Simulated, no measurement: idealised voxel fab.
You're looking at the process module voxel trench capacitor.
The cross-section on display is named cut; it measures 210 nm wide, and its cells are 5 nm squares.
When this document writes out a cross-section, it uses a grid of square cells and lists it as bands, beginning at the top and moving down, with a band standing for one or more rows of cells. It is stipulated that each band's entry specify, in nanometres, the height of the top of the band and then that of its bottom, followed by the materials of the band in left-to-right sequence, each together with its width in nanometres. A single material marked by the word "everywhere" is understood to fill the band from edge to edge; the word "air" is understood to denote empty space. Below 0: as-received wafer, all one material; heights counted from there. Lowest band: no bottom, goes on down, written "0 and below". With a width like "30->40", each row of cells in the band differs from the next by the same amount, the top row carrying the first number and the bottom row the second. "no modification" -> step changed no cross-section cell. Any empty space of 8 cells or more lacking an open way to the top shows up in "Closed cavities" as width x height at distance, distance from the left edge, in nm. The remark found on a step's line after its settings is issued by the simulator itself and pertains to that step. "overlay nm", when on a step's line for a step with a mask, measures how far to the right of its planned place the mask lay; a negative measure means to the left.

These are the steps we planned for the process:
1) RECEIVE, material Si
2) CONFORMAL_DEP, material SiN, thk nm 5
3) MASKED_ETCH, tone open, mask id TRENCH, width nm 30, pitch nm 60, etch materials SiN, depth nm 5, overlay nm 0
4) MASKED_ETCH, tone open, mask id TRENCH, width nm 30, pitch nm 60, etch materials Si, depth nm 30, overlay nm 0
5) CONFORMAL_DEP, material Al2O3, thk nm 5
6) CONFORMAL_DEP, material TiN, thk nm 5
7) FILL_DEP, material W, thk nm 10
8) CMP, height nm 5

So, the first of our two wafers, run just as we planned it:

Cross-section: wafer on arrival = after step 1:
> 0 and below = Si everywhere
> Closed cavities: none

So this is the wafer cross-section right after step 2:
> 5 down to 0 = SiN everywhere
> Beneath the level 0, the cross-section is identical to its previous state.

So this is the wafer cross-section right after step 3:
> 5 down to 0 = SiN (30)  air (30)  SiN (30)  air (30)  SiN (30)  air (30)  SiN (30)
> Beneath the level 0, the cross-section is identical to its previous state.

So this is the wafer cross-section right after step 4:
> 5 down to 0 = SiN (30)  air (30)  SiN (30)  air (30)  SiN (30)  air (30)  SiN (30)
> 0 down to -30 = Si (30)  air (30)  Si (30)  air (30)  Si (30)  air (30)  Si (30)
> Beneath the level -30, the cross-section is identical to its previous state.

So this is the wafer cross-section right after step 5:
> 10 down to 5 = Al2O3 (35)  air (20)  Al2O3 (40)  air (20)  Al2O3 (40)  air (20)  Al2O3 (35)
> 5 down to 0 = SiN (30)  Al2O3 (5)  air (20)  Al2O3 (5)  SiN (30)  Al2O3 (5)  air (20)  Al2O3 (5)  SiN (30)  Al2O3 (5)  air (20)  Al2O3 (5)  SiN (30)
> 0 down to -25 = Si (30)  Al2O3 (5)  air (20)  Al2O3 (5)  Si (30)  Al2O3 (5)  air (20)  Al2O3 (5)  Si (30)  Al2O3 (5)  air (20)  Al2O3 (5)  Si (30)
> -25 down to -30 = Si (30)  Al2O3 (30)  Si (30)  Al2O3 (30)  Si (30)  Al2O3 (30)  Si (30)
> Beneath the level -30, the cross-section is identical to its previous state.

So this is the wafer cross-section right after step 6:
> 15 down to 10 = TiN (40)  air (10)  TiN (50)  air (10)  TiN (50)  air (10)  TiN (40)
> 10 down to 5 = Al2O3 (35)  TiN (5)  air (10)  TiN (5)  Al2O3 (40)  TiN (5)  air (10)  TiN (5)  Al2O3 (40)  TiN (5)  air (10)  TiN (5)  Al2O3 (35)
> 5 down to 0 = SiN (30)  Al2O3 (5)  TiN (5)  air (10)  TiN (5)  Al2O3 (5)  SiN (30)  Al2O3 (5)  TiN (5)  air (10)  TiN (5)  Al2O3 (5)  SiN (30)  Al2O3 (5)  TiN (5)  air (10)  TiN (5)  Al2O3 (5)  SiN (30)
> 0 down to -20 = Si (30)  Al2O3 (5)  TiN (5)  air (10)  TiN (5)  Al2O3 (5)  Si (30)  Al2O3 (5)  TiN (5)  air (10)  TiN (5)  Al2O3 (5)  Si (30)  Al2O3 (5)  TiN (5)  air (10)  TiN (5)  Al2O3 (5)  Si (30)
> -20 down to -25 = Si (30)  Al2O3 (5)  TiN (20)  Al2O3 (5)  Si (30)  Al2O3 (5)  TiN (20)  Al2O3 (5)  Si (30)  Al2O3 (5)  TiN (20)  Al2O3 (5)  Si (30)
> Beneath the level -25, the cross-section is identical to its previous state.

So this is the wafer cross-section right after step 7:
> 25 down to 15 = W everywhere
> 15 down to 10 = TiN (40)  W (10)  TiN (50)  W (10)  TiN (50)  W (10)  TiN (40)
> 10 down to 5 = Al2O3 (35)  TiN (5)  W (10)  TiN (5)  Al2O3 (40)  TiN (5)  W (10)  TiN (5)  Al2O3 (40)  TiN (5)  W (10)  TiN (5)  Al2O3 (35)
> 5 down to 0 = SiN (30)  Al2O3 (5)  TiN (5)  W (10)  TiN (5)  Al2O3 (5)  SiN (30)  Al2O3 (5)  TiN (5)  W (10)  TiN (5)  Al2O3 (5)  SiN (30)  Al2O3 (5)  TiN (5)  W (10)  TiN (5)  Al2O3 (5)  SiN (30)
> 0 down to -20 = Si (30)  Al2O3 (5)  TiN (5)  W (10)  TiN (5)  Al2O3 (5)  Si (30)  Al2O3 (5)  TiN (5)  W (10)  TiN (5)  Al2O3 (5)  Si (30)  Al2O3 (5)  TiN (5)  W (10)  TiN (5)  Al2O3 (5)  Si (30)
> Beneath the level -20, the cross-section is identical to its previous state.

So this is the wafer cross-section right after step 8:
> 5 down to 0 = SiN (30)  Al2O3 (5)  TiN (5)  W (10)  TiN (5)  Al2O3 (5)  SiN (30)  Al2O3 (5)  TiN (5)  W (10)  TiN (5)  Al2O3 (5)  SiN (30)  Al2O3 (5)  TiN (5)  W (10)  TiN (5)  Al2O3 (5)  SiN (30)
> Beneath the level 0, the cross-section is identical to its previous state.

Here the second wafer is described. Its start and its plan were those of the first wafer. Its run contained one mistake. Up to and including step 3, it did exactly what the first wafer did:

Cross-sectional view of the second wafer at the intended end time of process step 4:
> 5 down to 0 = SiN (30)  air (30)  SiN (30)  air (30)  SiN (30)  air (30)  SiN (30)
> 0 down to -30 = Si (35)  air (20)  Si (40)  air (20)  Si (40)  air (20)  Si (35)
> Beneath the level -30, the cross-section is identical to its previous state.

Cross-sectional view of the second wafer at the intended end time of process step 5:
> 10 down to 5 = Al2O3 (35)  air (20)  Al2O3 (40)  air (20)  Al2O3 (40)  air (20)  Al2O3 (35)
> 5 down to 0 = SiN (30)  Al2O3 (10)  air (10)  Al2O3 (10)  SiN (30)  Al2O3 (10)  air (10)  Al2O3 (10)  SiN (30)  Al2O3 (10)  air (10)  Al2O3 (10)  SiN (30)
> 0 down to -25 = Si (35)  Al2O3 (5)  air (10)  Al2O3 (5)  Si (40)  Al2O3 (5)  air (10)  Al2O3 (5)  Si (40)  Al2O3 (5)  air (10)  Al2O3 (5)  Si (35)
> -25 down to -30 = Si (35)  Al2O3 (20)  Si (40)  Al2O3 (20)  Si (40)  Al2O3 (20)  Si (35)
> Beneath the level -30, the cross-section is identical to its previous state.

Cross-sectional view of the second wafer at the intended end time of process step 6:
> 15 down to 10 = TiN (40)  air (10)  TiN (50)  air (10)  TiN (50)  air (10)  TiN (40)
> 10 down to 5 = Al2O3 (35)  TiN (20)  Al2O3 (40)  TiN (20)  Al2O3 (40)  TiN (20)  Al2O3 (35)
> 5 down to 0 = SiN (30)  Al2O3 (10)  TiN (10)  Al2O3 (10)  SiN (30)  Al2O3 (10)  TiN (10)  Al2O3 (10)  SiN (30)  Al2O3 (10)  TiN (10)  Al2O3 (10)  SiN (30)
> 0 down to -25 = Si (35)  Al2O3 (5)  TiN (10)  Al2O3 (5)  Si (40)  Al2O3 (5)  TiN (10)  Al2O3 (5)  Si (40)  Al2O3 (5)  TiN (10)  Al2O3 (5)  Si (35)
> Beneath the level -25, the cross-section is identical to its previous state.

Cross-sectional view of the second wafer at the intended end time of process step 7:
> 25 down to 15 = W everywhere
> 15 down to 10 = TiN (40)  W (10)  TiN (50)  W (10)  TiN (50)  W (10)  TiN (40)
> Beneath the level 10, the cross-section is identical to its previous state.

Cross-sectional view of the second wafer at the intended end time of process step 8:
> 5 down to 0 = SiN (30)  Al2O3 (10)  TiN (10)  Al2O3 (10)  SiN (30)  Al2O3 (10)  TiN (10)  Al2O3 (10)  SiN (30)  Al2O3 (10)  TiN (10)  Al2O3 (10)  SiN (30)
> Beneath the level 0, the cross-section is identical to its previous state.
Want to know what went wrong? not per plan at step 4, really ran MASKED_ETCH, tone open, mask id TRENCH, width nm 20, pitch nm 60, etch materials Si, depth nm 30, overlay nm 0
Wrapping up, a cell-based count of both wafers puts the second over or under the first for these materials: Si: 36 more; TiN: 6 fewer; W: 30 fewer
